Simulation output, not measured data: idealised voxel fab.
Proc. module: voxel gate over fins
FYI the section here is cut, 290 nm wide, cells are 5 nm squares.
In this document a cross-section is written as a grid of square cells. It is given as a series of bands, listed from the top down, and a band is one or more rows of cells. Each band's line starts with the height of the band's top and of its bottom, in nm. Then come its materials from left to right, each with its width in nm. One material with "all across" fills the band from edge to edge. "blank" is empty space. Zero point of the height axis is 0; under it, received wafer = one material. Lowest band: continues down indefinitely, "0 nm and below". A width such as "30..40" changes by the same amount from each row of cells to the next, from the band's top row to its bottom row. Step note "nothing was modified" = no cross-section cell changed. Closed empty spaces (no open way to the top) of 8 cells or more are what "Sealed void list" lists, each as width x height at distance from the left edge, nm for all three. Note: text after step settings on the step line = simulator remark on that step. overlay nm: how far to the right of its planned place the mask lay on this masked step (negative: to the left).

**Process steps (planned)**
step 1: RECEIVE with material Si
step 2: CONFORMAL_DEP with material SiN, thk nm 10
step 3: MASKED_ETCH with tone cover, mask id FINS, width nm 15, pitch nm 40, etch materials SiN, depth nm 10, overlay nm 0
step 4: MASKED_ETCH with tone cover, mask id FINS, width nm 15, pitch nm 40, etch materials Si, depth nm 30, overlay nm 0
step 5: FILL_DEP with material SiO2, thk nm 5
step 6: CMP with height nm 10
step 7: SELECTIVE_ETCH with etch materials SiO2, depth nm 25
step 8: STRIP with etch materials SiN
step 9: CONFORMAL_DEP with material HfO2, thk nm 5
step 10: CONFORMAL_DEP with material TiN, thk nm 5
step 11: CONFORMAL_DEP with material TiAl, thk nm 5
step 12: CONFORMAL_DEP with material TiN, thk nm 5
step 13: FILL_DEP with material W, thk nm 10
step 14: CMP with height nm 25
step 15: CONFORMAL_DEP with material SiCN, thk nm 10

**First wafer, two in total, run as planned**

**As-received wafer cross-section (after step 1)**
- 0 nm and below  Si all across
- Sealed void list: none

**after step 2**
- 10 nm to 0 nm  SiN all across
- Everything below 0 is unchanged.

**after step 3**
- 10 nm to 0 nm  115 blank / 15 SiN / 25 blank / 15 SiN / 120 blank
- Everything below 0 is unchanged.

**after step 4**
- 10 nm to 0 nm  115 blank / 15 SiN / 25 blank / 15 SiN / 120 blank
- 0 nm to -30 nm  115 blank / 15 Si / 25 blank / 15 Si / 120 blank
- Everything below -30 is unchanged.

**after step 5**
- 15 nm to 10 nm  SiO2 all across
- 10 nm to 0 nm  115 SiO2 / 15 SiN / 25 SiO2 / 15 SiN / 120 SiO2
- 0 nm to -30 nm  115 SiO2 / 15 Si / 25 SiO2 / 15 Si / 120 SiO2
- Everything below -30 is unchanged.

**after step 6**
- 10 nm to 0 nm  115 SiO2 / 15 SiN / 25 SiO2 / 15 SiN / 120 SiO2
- Everything below 0 is unchanged.

**after step 7**
- 10 nm to 0 nm  115 blank / 15 SiN / 25 blank / 15 SiN / 120 blank
- 0 nm to -15 nm  115 blank / 15 Si / 25 blank / 15 Si / 120 blank
- Everything below -15 is unchanged.

**after step 8**
- 0 nm to -15 nm  115 blank / 15 Si / 25 blank / 15 Si / 120 blank
- Everything below -15 is unchanged.

**after step 9**
- 5 nm to 0 nm  110 blank / 25 HfO2 / 15 blank / 25 HfO2 / 115 blank
- 0 nm to -10 nm  110 blank / 5 HfO2 / 15 Si / 5 HfO2 / 15 blank / 5 HfO2 / 15 Si / 5 HfO2 / 115 blank
- -10 nm to -15 nm  115 HfO2 / 15 Si / 25 HfO2 / 15 Si / 120 HfO2
- Everything below -15 is unchanged.

**after step 10**
- 10 nm to 5 nm  105 blank / 35 TiN / 5 blank / 35 TiN / 110 blank
- 5 nm to 0 nm  105 blank / 5 TiN / 25 HfO2 / 5 TiN / 5 blank / 5 TiN / 25 HfO2 / 5 TiN / 110 blank
- 0 nm to -5 nm  105 blank / 5 TiN / 5 HfO2 / 15 Si / 5 HfO2 / 5 TiN / 5 blank / 5 TiN / 5 HfO2 / 15 Si / 5 HfO2 / 5 TiN / 110 blank
- -5 nm to -10 nm  110 TiN / 5 HfO2 / 15 Si / 5 HfO2 / 15 TiN / 5 HfO2 / 15 Si / 5 HfO2 / 115 TiN
- Everything below -10 is unchanged.

**after step 11**
- 15 nm to 10 nm  100 blank / 85 TiAl / 105 blank
- 10 nm to 5 nm  100 blank / 5 TiAl / 35 TiN / 5 TiAl / 35 TiN / 5 TiAl / 105 blank
- 5 nm to 0 nm  100 blank / 5 TiAl / 5 TiN / 25 HfO2 / 5 TiN / 5 TiAl / 5 TiN / 25 HfO2 / 5 TiN / 5 TiAl / 105 blank
- 0 nm to -5 nm  105 TiAl / 5 TiN / 5 HfO2 / 15 Si / 5 HfO2 / 5 TiN / 5 TiAl / 5 TiN / 5 HfO2 / 15 Si / 5 HfO2 / 5 TiN / 110 TiAl
- Everything below -5 is unchanged.

**after step 12**
- 20 nm to 15 nm  95 blank / 95 TiN / 100 blank
- 15 nm to 10 nm  95 blank / 5 TiN / 85 TiAl / 5 TiN / 100 blank
- 10 nm to 5 nm  95 blank / 5 TiN / 5 TiAl / 35 TiN / 5 TiAl / 35 TiN / 5 TiAl / 5 TiN / 100 blank
- 5 nm to 0 nm  100 TiN / 5 TiAl / 5 TiN / 25 HfO2 / 5 TiN / 5 TiAl / 5 TiN / 25 HfO2 / 5 TiN / 5 TiAl / 105 TiN
- Everything below 0 is unchanged.

**after step 13**
- 30 nm to 20 nm  W all across
- 20 nm to 15 nm  95 W / 95 TiN / 100 W
- 15 nm to 10 nm  95 W / 5 TiN / 85 TiAl / 5 TiN / 100 W
- 10 nm to 5 nm  95 W / 5 TiN / 5 TiAl / 35 TiN / 5 TiAl / 35 TiN / 5 TiAl / 5 TiN / 100 W
- Everything below 5 is unchanged.

**after step 14**
- 25 nm to 20 nm  W all across
- Everything below 20 is unchanged.

**after step 15**
- 35 nm to 25 nm  SiCN all across
- Everything below 25 is unchanged.

**Second wafer, same starting state and plan as the first, one mistake in the run, identical through step 3**

**Cross-sectional view of the second wafer at the intended end time of process step 4**
- 10 nm to 0 nm  115 blank / 15 SiN / 25 blank / 15 SiN / 120 blank
- 0 nm to -60 nm  115 blank / 15 Si / 25 blank / 15 Si / 120 blank
- Everything below -60 is unchanged.

**Cross-sectional view of the second wafer at the intended end time of process step 5**
- 15 nm to 10 nm  SiO2 all across
- 10 nm to 0 nm  115 SiO2 / 15 SiN / 25 SiO2 / 15 SiN / 120 SiO2
- 0 nm to -60 nm  115 SiO2 / 15 Si / 25 SiO2 / 15 Si / 120 SiO2
- Everything below -60 is unchanged.

**Cross-sectional view of the second wafer at the intended end time of process step 6**
- 10 nm to 0 nm  115 SiO2 / 15 SiN / 25 SiO2 / 15 SiN / 120 SiO2
- Everything below 0 is unchanged.

**Cross-sectional view of the second wafer at the intended end time of process step 7**
- 10 nm to 0 nm  115 blank / 15 SiN / 25 blank / 15 SiN / 120 blank
- 0 nm to -15 nm  115 blank / 15 Si / 25 blank / 15 Si / 120 blank
- Everything below -15 is unchanged.

**Cross-sectional view of the second wafer at the intended end time of process step 8**
- 0 nm to -15 nm  115 blank / 15 Si / 25 blank / 15 Si / 120 blank
- Everything below -15 is unchanged.

**Cross-sectional view of the second wafer at the intended end time of process step 9**
- 5 nm to 0 nm  110 blank / 25 HfO2 / 15 blank / 25 HfO2 / 115 blank
- 0 nm to -10 nm  110 blank / 5 HfO2 / 15 Si / 5 HfO2 / 15 blank / 5 HfO2 / 15 Si / 5 HfO2 / 115 blank
- -10 nm to -15 nm  115 HfO2 / 15 Si / 25 HfO2 / 15 Si / 120 HfO2
- Everything below -15 is unchanged.

**Cross-sectional view of the second wafer at the intended end time of process step 10**
- 10 nm to 5 nm  105 blank / 35 TiN / 5 blank / 35 TiN / 110 blank
- 5 nm to 0 nm  105 blank / 5 TiN / 25 HfO2 / 5 TiN / 5 blank / 5 TiN / 25 HfO2 / 5 TiN / 110 blank
- 0 nm to -5 nm  105 blank / 5 TiN / 5 HfO2 / 15 Si / 5 HfO2 / 5 TiN / 5 blank / 5 TiN / 5 HfO2 / 15 Si / 5 HfO2 / 5 TiN / 110 blank
- -5 nm to -10 nm  110 TiN / 5 HfO2 / 15 Si / 5 HfO2 / 15 TiN / 5 HfO2 / 15 Si / 5 HfO2 / 115 TiN
- Everything below -10 is unchanged.

**Cross-sectional view of the second wafer at the intended end time of process step 11**
- 15 nm to 10 nm  100 blank / 85 TiAl / 105 blank
- 10 nm to 5 nm  100 blank / 5 TiAl / 35 TiN / 5 TiAl / 35 TiN / 5 TiAl / 105 blank
- 5 nm to 0 nm  100 blank / 5 TiAl / 5 TiN / 25 HfO2 / 5 TiN / 5 TiAl / 5 TiN / 25 HfO2 / 5 TiN / 5 TiAl / 105 blank
- 0 nm to -5 nm  105 TiAl / 5 TiN / 5 HfO2 / 15 Si / 5 HfO2 / 5 TiN / 5 TiAl / 5 TiN / 5 HfO2 / 15 Si / 5 HfO2 / 5 TiN / 110 TiAl
- Everything below -5 is unchanged.

**Cross-sectional view of the second wafer at the intended end time of process step 12**
- 20 nm to 15 nm  95 blank / 95 TiN / 100 blank
- 15 nm to 10 nm  95 blank / 5 TiN / 85 TiAl / 5 TiN / 100 blank
- 10 nm to 5 nm  95 blank / 5 TiN / 5 TiAl / 35 TiN / 5 TiAl / 35 TiN / 5 TiAl / 5 TiN / 100 blank
- 5 nm to 0 nm  100 TiN / 5 TiAl / 5 TiN / 25 HfO2 / 5 TiN / 5 TiAl / 5 TiN / 25 HfO2 / 5 TiN / 5 TiAl / 105 TiN
- Everything below 0 is unchanged.

**Cross-sectional view of the second wafer at the intended end time of process step 13**
- 30 nm to 20 nm  W all across
- 20 nm to 15 nm  95 W / 95 TiN / 100 W
- 15 nm to 10 nm  95 W / 5 TiN / 85 TiAl / 5 TiN / 100 W
- 10 nm to 5 nm  95 W / 5 TiN / 5 TiAl / 35 TiN / 5 TiAl / 35 TiN / 5 TiAl / 5 TiN / 100 W
- Everything below 5 is unchanged.

**Cross-sectional view of the second wafer at the intended end time of process step 14**
- 25 nm to 20 nm  W all across
- Everything below 20 is unchanged.

**Cross-sectional view of the second wafer at the intended end time of process step 15**
- 35 nm to 25 nm  SiCN all across
- Everything below 25 is unchanged.
Heads up, the wafer didn't run the way we planned it: step 4 of the plan was performed twice
Bottom line after processing is that, in cells, the second wafer is up or down on some materials versus the first: Si: 312 fewer, SiO2: 312 more
